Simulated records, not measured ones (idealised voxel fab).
process module | voxel ribs on slabs
cross-section cut | 300 nm wide | cells 5 nm
A cross-section is a grid of square cells, given in bands from the top down. A band is one or more rows of cells.
Each band's line starts with the height of the band's top and of its bottom, in nm. Then come its materials from left to right, each with its width in nm. One material with "throughout" fills the band from edge to edge. "air" is empty space.
Height 0 is the level under which the wafer as received is all one material. The lowest band goes on downwards, as in "0 down".
A width such as "30 to 40" changes by the same amount from each row of cells to the next, from the band's top row to its bottom row.
"no change" after a step means that no cell of the cross-section changed.
closed voids: empty space of 8 cells or more with no open way to the top, each as width x height at its distance from the left edge, in nm
after a step's settings: what the simulator itself notes on the step
overlay nm, on a step with a mask: how far to the right of its planned place the mask lay; to the left if negative
plan
1 op RECEIVE | material Si
2 op DIRECTIONAL_DEP | material SiO2 | thk nm 20
3 op DIRECTIONAL_DEP | material SiN | thk nm 25
4 op DIRECTIONAL_DEP | material aC | thk nm 15
5 op PATTERN | tone cover | mask id RIB | material resist | width nm 15 | thk nm 30 | overlay nm 0
6 op DIRECTIONAL_ETCH | etch materials aC | depth nm 15
7 op STRIP | etch materials resist
8 op DIRECTIONAL_ETCH | etch materials SiN | depth nm 10
9 op STRIP | etch materials aC
10 op DIRECTIONAL_DEP | material aC | thk nm 10
11 op PATTERN | tone cover | mask id SLAB | material resist | width nm 55 | thk nm 30 | overlay nm 0
12 op DIRECTIONAL_ETCH | etch materials aC | depth nm 10
13 op STRIP | etch materials resist
14 op DIRECTIONAL_ETCH | etch materials SiN | depth nm 15
15 op STRIP | etch materials aC
16 op FILL_DEP | material SiO2 | thk nm 20
17 op CMP | height nm 55
18 op DIRECTIONAL_DEP | material W | thk nm 5
19 op DIRECTIONAL_DEP | material aC | thk nm 10
20 op PATTERN | tone cover | mask id HEATER | material resist | width nm 25 | thk nm 30 | overlay nm 0
21 op DIRECTIONAL_ETCH | etch materials aC | depth nm 10
22 op STRIP | etch materials resist
23 op DIRECTIONAL_ETCH | etch materials W | depth nm 5
24 op STRIP | etch materials aC
25 op CONFORMAL_DEP | material SiO2 | thk nm 10
first wafer, as planned
as received, after step 1
  0 down: Si throughout
  closed voids: none
after step 2
  20 to 0: SiO2 throughout
  below 0: unchanged
after step 3
  45 to 20: SiN throughout
  below 20: unchanged
after step 4
  60 to 45: aC throughout
  below 45: unchanged
after step 5
  90 to 60: air 140 | resist 15 | air 145
  below 60: unchanged
after step 6
  75 to 60: air 140 | resist 15 | air 145
  60 to 45: air 140 | aC 15 | air 145
  below 45: unchanged
after step 7
  60 to 45: air 140 | aC 15 | air 145
  below 45: unchanged
after step 8
  60 to 45: air 140 | aC 15 | air 145
  45 to 35: air 140 | SiN 15 | air 145
  below 35: unchanged
after step 9
  45 to 35: air 140 | SiN 15 | air 145
  below 35: unchanged
after step 10
  55 to 45: air 140 | aC 15 | air 145
  45 to 35: aC 140 | SiN 15 | aC 145
  below 35: unchanged
after step 11
  85 to 55: air 120 | resist 55 | air 125
  55 to 45: air 120 | resist 20 | aC 15 | resist 20 | air 125
  below 45: unchanged
after step 12
  75 to 55: air 120 | resist 55 | air 125
  55 to 45: air 120 | resist 20 | aC 15 | resist 20 | air 125
  45 to 35: air 120 | aC 20 | SiN 15 | aC 20 | air 125
  below 35: unchanged
after step 13
  55 to 45: air 140 | aC 15 | air 145
  below 45: unchanged
after step 14
  55 to 45: air 140 | aC 15 | air 145
  45 to 35: air 120 | aC 20 | SiN 15 | aC 20 | air 125
  35 to 20: air 120 | SiN 55 | air 125
  below 20: unchanged
after step 15
  45 to 35: air 140 | SiN 15 | air 145
  below 35: unchanged
after step 16
  65 to 45: SiO2 throughout
  45 to 35: SiO2 140 | SiN 15 | SiO2 145
  35 to 20: SiO2 120 | SiN 55 | SiO2 125
  below 20: unchanged
after step 17
  55 to 45: SiO2 throughout
  below 45: unchanged
after step 18
  60 to 55: W throughout
  below 55: unchanged
after step 19
  70 to 60: aC throughout
  below 60: unchanged
after step 20
  100 to 70: air 135 | resist 25 | air 140
  below 70: unchanged
after step 21
  90 to 70: air 135 | resist 25 | air 140
  70 to 60: air 135 | aC 25 | air 140
  below 60: unchanged
after step 22
  70 to 60: air 135 | aC 25 | air 140
  below 60: unchanged
after step 23
  70 to 60: air 135 | aC 25 | air 140
  60 to 55: air 135 | W 25 | air 140
  below 55: unchanged
after step 24
  60 to 55: air 135 | W 25 | air 140
  below 55: unchanged
after step 25
  70 to 65: air 125 | SiO2 45 | air 130
  65 to 60: SiO2 throughout
  60 to 55: SiO2 135 | W 25 | SiO2 140
  below 55: unchanged
second wafer: like start, like plan, one mistake. Through step 4 it matches the first wafer
when step 5 should have ended
  90 to 60: air 135 | resist 25 | air 140
  below 60: unchanged
when step 6 should have ended
  75 to 60: air 135 | resist 25 | air 140
  60 to 45: air 135 | aC 25 | air 140
  below 45: unchanged
when step 7 should have ended
  60 to 45: air 135 | aC 25 | air 140
  below 45: unchanged
when step 8 should have ended
  60 to 45: air 135 | aC 25 | air 140
  45 to 35: air 135 | SiN 25 | air 140
  below 35: unchanged
when step 9 should have ended
  45 to 35: air 135 | SiN 25 | air 140
  below 35: unchanged
when step 10 should have ended
  55 to 45: air 135 | aC 25 | air 140
  45 to 35: aC 135 | SiN 25 | aC 140
  below 35: unchanged
when step 11 should have ended
  85 to 55: air 120 | resist 55 | air 125
  55 to 45: air 120 | resist 15 | aC 25 | resist 15 | air 125
  below 45: unchanged
when step 12 should have ended
  75 to 55: air 120 | resist 55 | air 125
  55 to 45: air 120 | resist 15 | aC 25 | resist 15 | air 125
  45 to 35: air 120 | aC 15 | SiN 25 | aC 15 | air 125
  below 35: unchanged
when step 13 should have ended
  55 to 45: air 135 | aC 25 | air 140
  below 45: unchanged
when step 14 should have ended
  55 to 45: air 135 | aC 25 | air 140
  45 to 35: air 120 | aC 15 | SiN 25 | aC 15 | air 125
  35 to 20: air 120 | SiN 55 | air 125
  below 20: unchanged
when step 15 should have ended
  45 to 35: air 135 | SiN 25 | air 140
  below 35: unchanged
when step 16 should have ended
  65 to 45: SiO2 throughout
  45 to 35: SiO2 135 | SiN 25 | SiO2 140
  35 to 20: SiO2 120 | SiN 55 | SiO2 125
  below 20: unchanged
when step 17 should have ended
  55 to 45: SiO2 throughout
  below 45: unchanged
when step 18 should have ended
  60 to 55: W throughout
  below 55: unchanged
when step 19 should have ended
  70 to 60: aC throughout
  below 60: unchanged
when step 20 should have ended
  100 to 70: air 135 | resist 25 | air 140
  below 70: unchanged
when step 21 should have ended
  90 to 70: air 135 | resist 25 | air 140
  70 to 60: air 135 | aC 25 | air 140
  below 60: unchanged
when step 22 should have ended
  70 to 60: air 135 | aC 25 | air 140
  below 60: unchanged
when step 23 should have ended
  70 to 60: air 135 | aC 25 | air 140
  60 to 55: air 135 | W 25 | air 140
  below 55: unchanged
when step 24 should have ended
  60 to 55: air 135 | W 25 | air 140
  below 55: unchanged
when step 25 should have ended
  70 to 65: air 125 | SiO2 45 | air 130
  65 to 60: SiO2 throughout
  60 to 55: SiO2 135 | W 25 | SiO2 140
  below 55: unchanged
what went wrong: step 5 ran as: op PATTERN | tone cover | mask id RIB | material resist | width nm 25 | thk nm 30 | overlay nm 0
at the end the second wafer has, in cells: 4 more of SiN | 4 fewer of SiO2
